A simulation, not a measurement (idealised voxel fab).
process module | voxel self aligned contacts
cross-section cut | 170 nm wide | cells 5 nm
A cross-section is a grid of square cells, given in bands from the top down. A band is one or more rows of cells.
Each band's line starts with the height of the band's top and of its bottom, in nm. Then come its materials from left to right, each with its width in nm. One material with "throughout" fills the band from edge to edge. "air" is empty space.
Height 0 is the level under which the wafer as received is all one material. The lowest band goes on downwards, as in "0 down".
A width such as "30 to 40" changes by the same amount from each row of cells to the next, from the band's top row to its bottom row.
"no change" after a step means that no cell of the cross-section changed.
closed voids: empty space of 8 cells or more with no open way to the top, each as width x height at its distance from the left edge, in nm
after a step's settings: what the simulator itself notes on the step
overlay nm, on a step with a mask: how far to the right of its planned place the mask lay; to the left if negative
plan
1 op RECEIVE | material Si
2 op CONFORMAL_DEP | material SiO2 | thk nm 5
3 op DIRECTIONAL_DEP | material polySi | thk nm 30
4 op DIRECTIONAL_DEP | material SiN | thk nm 25
5 op MASKED_ETCH | tone cover | mask id GATE | width nm 30 | pitch nm 70 | etch materials SiN | depth nm 25 | overlay nm 0
6 op MASKED_ETCH | tone cover | mask id GATE | width nm 30 | pitch nm 70 | etch materials polySi | depth nm 30 | overlay nm 0
7 op CONFORMAL_DEP | material SiN | thk nm 10
8 op DIRECTIONAL_ETCH | etch materials SiN | depth nm 10
9 op FILL_DEP | material SiO2 | thk nm 10
10 op CMP | height nm 65
11 op DIRECTIONAL_DEP | material aC | thk nm 15
12 op PATTERN | tone open | mask id CONTACT | material resist | width nm 50 | thk nm 35 | overlay nm 0
13 op DIRECTIONAL_ETCH | etch materials aC | depth nm 15
14 op STRIP | etch materials resist
15 op DIRECTIONAL_ETCH | etch materials SiO2 | depth nm 65
16 op STRIP | etch materials aC
17 op CONFORMAL_DEP | material TiN | thk nm 5
18 op FILL_DEP | material W | thk nm 5
19 op CMP | height nm 65
20 op CONFORMAL_DEP | material SiN | thk nm 5
as received, after step 1
  0 down: Si throughout
  closed voids: none
a wafer at the end: this start, this plan, one mistake
  70 to 65: SiN throughout
  65 to 60: SiO2 60 | TiN 50 | SiO2 60
  60 to 35: SiN 45 | SiO2 10 | SiN 60 | SiO2 10 | SiN 45
  35 to 5: polySi throughout
  5 to 0: SiO2 throughout
  0 down: Si throughout
  closed voids: none
what went wrong: step 5 ran as: op MASKED_ETCH | tone open | mask id GATE | width nm 30 | pitch nm 70 | etch materials SiN | depth nm 25 | overlay nm 0
